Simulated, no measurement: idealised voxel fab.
Process module, titled voxel tone inversion
cross-section cut | 190 nm wide | cells 5 nm
We lay out every cross-section as a grid of square cells and spell it out in bands from the top down, where one band means one or more rows of cells.
Band: top height; bottom height; in nm. Then, left to right: material with width in nm, for each material. "full width": a single material spanning edge to edge. "blank": empty space.
Basically, 0 is our baseline, since under it the wafer straight out of the box is all one material. The bottom band has no lower end and keeps on going down, so it looks like "0 -> down".
Graded width ("30 to 40"): value in top row of band = first number; value in bottom row = second number; row-to-row change constant.
Where the words "remains unaltered" appear for a step, the cross-section shows no cell changed by that step; every cell remained as before.
The label "Trapped voids" introduces a list of the empty spaces, 8 cells or larger, that have no open way up to the top; each entry in it reads width x height at distance, where the distance is taken from the left edge and all three are stated in nm.
Step line, after settings: the simulator's comment on this step.
overlay nm: right-of-plan distance of the mask on a masked step; negative values mean left-of-plan.

This section lists the process steps that were planned:
| 1 | RECEIVE, material Si |
| 2 | CONFORMAL_DEP, material SiN, thk nm 5 |
| 3 | DIRECTIONAL_DEP, material polySi, thk nm 15 |
| 4 | PATTERN, tone cover, mask id POSTS, material resist, width nm 15, pitch nm 45, thk nm 25, overlay nm 0 |
| 5 | DIRECTIONAL_ETCH, etch materials polySi, depth nm 15 |
| 6 | STRIP, etch materials resist |
| 7 | FILL_DEP, material SiO2, thk nm 5 |
| 8 | CMP, height nm 20 |
| 9 | STRIP, etch materials polySi |

First of two wafers, with the run carried out as planned:

Incoming wafer, cross-sectional view, post step 1:
0 -> down  Si full width
Trapped voids: none

Cross-section through the wafer, step 2 finished:
5 -> 0  SiN full width
Heights below 0 show no change.

Cross-section through the wafer, step 3 finished:
20 -> 5  polySi full width
Heights below 5 show no change.

Cross-section through the wafer, step 4 finished:
45 -> 20  blank 40, then resist 15, then blank 30, then resist 15, then blank 30, then resist 15, then blank 45
Heights below 20 show no change.

Cross-section through the wafer, step 5 finished:
45 -> 20  blank 40, then resist 15, then blank 30, then resist 15, then blank 30, then resist 15, then blank 45
20 -> 5  blank 40, then polySi 15, then blank 30, then polySi 15, then blank 30, then polySi 15, then blank 45
Heights below 5 show no change.

Cross-section through the wafer, step 6 finished:
20 -> 5  blank 40, then polySi 15, then blank 30, then polySi 15, then blank 30, then polySi 15, then blank 45
Heights below 5 show no change.

Cross-section through the wafer, step 7 finished:
25 -> 20  SiO2 full width
20 -> 5  SiO2 40, then polySi 15, then SiO2 30, then polySi 15, then SiO2 30, then polySi 15, then SiO2 45
Heights below 5 show no change.

Cross-section through the wafer, step 8 finished:
20 -> 5  SiO2 40, then polySi 15, then SiO2 30, then polySi 15, then SiO2 30, then polySi 15, then SiO2 45
Heights below 5 show no change.

Cross-section through the wafer, step 9 finished:
20 -> 5  SiO2 40, then blank 15, then SiO2 30, then blank 15, then SiO2 30, then blank 15, then SiO2 45
Heights below 5 show no change.

Second of two: same start, same plan, one run error; steps up to and including 1 match the first:

Cross-section: second wafer, time at which step 2 was scheduled to end:
15 -> 0  SiN full width
Heights below 0 show no change.

Cross-section: second wafer, time at which step 3 was scheduled to end:
30 -> 15  polySi full width
Heights below 15 show no change.

Cross-section: second wafer, time at which step 4 was scheduled to end:
55 -> 30  blank 40, then resist 15, then blank 30, then resist 15, then blank 30, then resist 15, then blank 45
Heights below 30 show no change.

Cross-section: second wafer, time at which step 5 was scheduled to end:
55 -> 30  blank 40, then resist 15, then blank 30, then resist 15, then blank 30, then resist 15, then blank 45
30 -> 15  blank 40, then polySi 15, then blank 30, then polySi 15, then blank 30, then polySi 15, then blank 45
Heights below 15 show no change.

Cross-section: second wafer, time at which step 6 was scheduled to end:
30 -> 15  blank 40, then polySi 15, then blank 30, then polySi 15, then blank 30, then polySi 15, then blank 45
Heights below 15 show no change.

Cross-section: second wafer, time at which step 7 was scheduled to end:
35 -> 30  SiO2 full width
30 -> 15  SiO2 40, then polySi 15, then SiO2 30, then polySi 15, then SiO2 30, then polySi 15, then SiO2 45
Heights below 15 show no change.

Cross-section: second wafer, time at which step 8 was scheduled to end:
20 -> 15  SiO2 40, then polySi 15, then SiO2 30, then polySi 15, then SiO2 30, then polySi 15, then SiO2 45
Heights below 15 show no change.

Cross-section: second wafer, time at which step 9 was scheduled to end:
20 -> 15  SiO2 40, then blank 15, then SiO2 30, then blank 15, then SiO2 30, then blank 15, then SiO2 45
Heights below 15 show no change.
Here's what went sideways: for step 2, the planned setting was not used; the step was instead run as CONFORMAL_DEP, material SiN, thk nm 15
Materials where the second wafer ends with more or fewer cells than the first: SiN: 76 more; SiO2: 58 fewer
